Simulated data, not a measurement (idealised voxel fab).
Process module, titled voxel quadruple lines
We display cut, a cross-section 140 nm in width whose square cells are each 5 nm.
When this document writes out a cross-section, it uses a grid of square cells and lists it as bands, beginning at the top and moving down, with a band standing for one or more rows of cells.
Band entry format. Leading values: height of top, height of bottom, nm. Remainder: materials in left-to-right order, each with its width in nm. Special words: "throughout" on a single material, which then fills the band edge to edge; "empty", empty space.
Heads up on the height convention: 0 is the point under which the incoming wafer is all one material, and the lowest band has no bottom, it just keeps going down, like "top 0, no bottom".
With a width like "30 to 40", each row of cells in the band differs from the next by the same amount, the top row carrying the first number and the bottom row the second.
Given "everything unchanged" for a step, no cell of the cross-section differs between before and after that step.
"Sealed-off cavities" specifies each empty space that is not open to the top and that occupies no fewer than 8 cells, using the form width x height at distance, the distance measured from the left edge and all three quantities in nm.
Past the settings on a step's line: simulator remark, on that step.
overlay nm: for a step with a mask, the amount by which the mask lay right of where it was planned; a negative amount means left of it.

Below is the list of planned process steps:
1: RECEIVE with material Si
2: CONFORMAL_DEP with material Al2O3, thk nm 10
3: DIRECTIONAL_DEP with material W, thk nm 15
4: DIRECTIONAL_DEP with material polySi, thk nm 20
5: DIRECTIONAL_DEP with material aC, thk nm 20
6: PATTERN with tone cover, mask id MANDREL, material resist, width nm 20, thk nm 25, overlay nm 0
7: DIRECTIONAL_ETCH with etch materials aC, depth nm 20
8: STRIP with etch materials resist
9: CONFORMAL_DEP with material SiO2, thk nm 10
10: DIRECTIONAL_ETCH with etch materials SiO2, depth nm 10
11: STRIP with etch materials aC
12: DIRECTIONAL_ETCH with etch materials polySi, depth nm 20
13: STRIP with etch materials SiO2
14: CONFORMAL_DEP with material SiN, thk nm 5
15: DIRECTIONAL_ETCH with etch materials SiN, depth nm 5
16: STRIP with etch materials polySi
17: DIRECTIONAL_ETCH with etch materials W, depth nm 15
18: STRIP with etch materials SiN
19: FILL_DEP with material lowk, thk nm 5
20: CMP with height nm 25

Shown in cross-section is the wafer as received, that is, as it stands after step 1:
    top 0, no bottom | Si throughout
    Sealed-off cavities: none

End-of-module cross-section. Starting structure and process plan as above; one mistake made in running it:
    top 25, bottom 10 | lowk 50 | W 5 | lowk 10 | W 5 | lowk 10 | W 5 | lowk 10 | W 5 | lowk 40
    top 10, bottom 0 | Al2O3 throughout
    top 0, no bottom | Si throughout
    Sealed-off cavities: none
The plan and the run diverged here: step 6 did not happen as planned, as run it was PATTERN with tone cover, mask id MANDREL, material resist, width nm 20, thk nm 25, overlay nm 5
